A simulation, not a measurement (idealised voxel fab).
Title: Process Module voxel released beams
Pictured: cross-section cut, 205 nm wide, on a grid of 5 nm square cells.
Cross-section layout: square cells on a grid; listed as bands, top to bottom; a band spans one or more cell rows. What a band's entry tells you: where the top is and where the bottom is, as heights in nm, and after that what lies inside, material by material from left to right, each with its width in nm. Empty space is written as the word "empty", and a single material marked with the word "everywhere" occupies the band from edge to edge. The level at which height equals 0 is the one under which the wafer, as it arrives, is entirely one material. No lower edge exists for the bottom band, which continues downward and is notated as in "z 0 and below". The notation "30..40" denotes a width that varies across the rows of cells in the band, beginning at the first number in the top row, finishing at the second number in the bottom row, and changing by an identical amount from each row to the next. "no modification" (step): cross-section cells unchanged, all of them. "Enclosed cavities" lists enclosed empty spaces (at least 8 cells, no open path upward to the top), each as width x height at distance from the left edge, in nm. Post-settings text on a step line: simulator's own remark regarding the step. A step's line can hold "overlay nm"; with a mask on that step, the setting says how far right of the planned place the mask lay, while a negative setting says it lay to the left.
[So here's the lineup of process steps we planned]
1) RECEIVE [material Si]
2) CONFORMAL_DEP [material Al2O3] [thk nm 10]
3) DIRECTIONAL_DEP [material SiO2] [thk nm 15]
4) DIRECTIONAL_DEP [material aC] [thk nm 10]
5) PATTERN [tone open] [mask id ANCHOR] [material resist] [width nm 30] [thk nm 30] [overlay nm 0]
6) DIRECTIONAL_ETCH [etch materials aC] [depth nm 10]
7) STRIP [etch materials resist]
8) DIRECTIONAL_ETCH [etch materials SiO2] [depth nm 15]
9) STRIP [etch materials aC]
10) CONFORMAL_DEP [material SiN] [thk nm 10]
11) PATTERN [tone cover] [mask id BEAM] [material resist] [width nm 100] [thk nm 20] [overlay nm 0]
12) DIRECTIONAL_ETCH [etch materials SiN] [depth nm 10]
13) STRIP [etch materials resist]
14) STRIP [etch materials SiO2]
[This is the cross-section of the wafer as we received it, i.e. after step 1]
  z 0 and below  Si everywhere
  Enclosed cavities: none
[Here's the wafer cut in cross-section after the module, started and planned just like above, except one thing was done wrong in the run]
  z 25 to 15  empty: 50  SiN: 15  empty: 10  SiN: 75  empty: 55
  z 15 to 10  empty: 55  SiN: 10  empty: 10  SiN: 10  empty: 120
  z 10 to 0  empty: 55  SiN: 30  empty: 120
  z 0 and below  Si everywhere
  Enclosed cavities: none
Against the plan, the run slipped here: step 2 from the plan never happened, it was just skipped
